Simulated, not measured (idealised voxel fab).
Process module heading - voxel ribs on slabs
Each square cell in cross-section cut measures 5 nm, and the section as a whole is 295 nm wide.
Square cells in a grid make up a cross-section in this document, and the grid is given as bands, listed from the top down, each one or more rows of cells. It is stipulated that each band's entry specify, in nanometres, the height of the top of the band and then that of its bottom, followed by the materials of the band in left-to-right sequence, each together with its width in nanometres. A single material marked by the word "full width" is understood to fill the band from edge to edge; the word "air" is understood to denote empty space. Height datum 0, below which the as-received substrate wafer is one material. Lowest band open at the bottom, running downward: "top 0, no bottom". Read "30..40" as a graded width: first number on top, second number at the bottom, same change between each pair of neighbouring rows. When a step is marked "nothing got changed", none of the cells in the cross-section changed during that step. Each empty space that has no open way to the top and spans at least 8 cells appears under "Closed empty spaces" as width x height at distance, the distance counted from the left edge, all in nm. Read whatever lies past the settings on a step's line as the simulator's own remark about the step. The optional step-line setting "overlay nm" applies to steps with a mask and quantifies how far to the right of its planned location the mask lay, a negative value indicating leftward placement.

**Process steps (planned)**
1,RECEIVE: material Si
2,DIRECTIONAL_DEP: material SiO2, thk nm 30
3,DIRECTIONAL_DEP: material polySi, thk nm 25
4,PATTERN: tone cover, mask id RIB, material resist, width nm 30, thk nm 20, overlay nm -15
5,DIRECTIONAL_ETCH: etch materials polySi, depth nm 15
6,STRIP: etch materials resist
7,MASKED_ETCH: tone cover, mask id SLAB, width nm 60, etch materials polySi, depth nm 10, overlay nm 0
8,FILL_DEP: material SiO2, thk nm 30
9,CMP: height nm 75
10,DIRECTIONAL_DEP: material W, thk nm 5
11,DIRECTIONAL_DEP: material aC, thk nm 10
12,PATTERN: tone cover, mask id HEATER, material resist, width nm 40, thk nm 25, overlay nm 0
13,DIRECTIONAL_ETCH: etch materials aC, depth nm 10
14,STRIP: etch materials resist
15,DIRECTIONAL_ETCH: etch materials W, depth nm 5
16,STRIP: etch materials aC
17,CONFORMAL_DEP: material SiO2, thk nm 10
The wafers are alike at the start. At step 4, their overlay nm differs. The plan lists the first wafer's value.

**Sectional view: first of several wafers, as received, after step 1**
	top 0, no bottom  Si full width
	Closed empty spaces: none

**Rows = wafers. At module end, each row lists per material the cells gained (+) or lost (-) since the wafer was received, then the closed voids**
overlay nm -15 | +965 SiO2 | +8 W | +42 polySi | Closed empty spaces: none
overlay nm -10 | +965 SiO2 | +8 W | +42 polySi | Closed empty spaces: none
overlay nm -5 | +965 SiO2 | +8 W | +42 polySi | Closed empty spaces: none
overlay nm 0 | +965 SiO2 | +8 W | +42 polySi | Closed empty spaces: none
overlay nm 5 | +965 SiO2 | +8 W | +42 polySi | Closed empty spaces: none
overlay nm 10 | +965 SiO2 | +8 W | +42 polySi | Closed empty spaces: none
overlay nm 15 | +965 SiO2 | +8 W | +42 polySi | Closed empty spaces: none
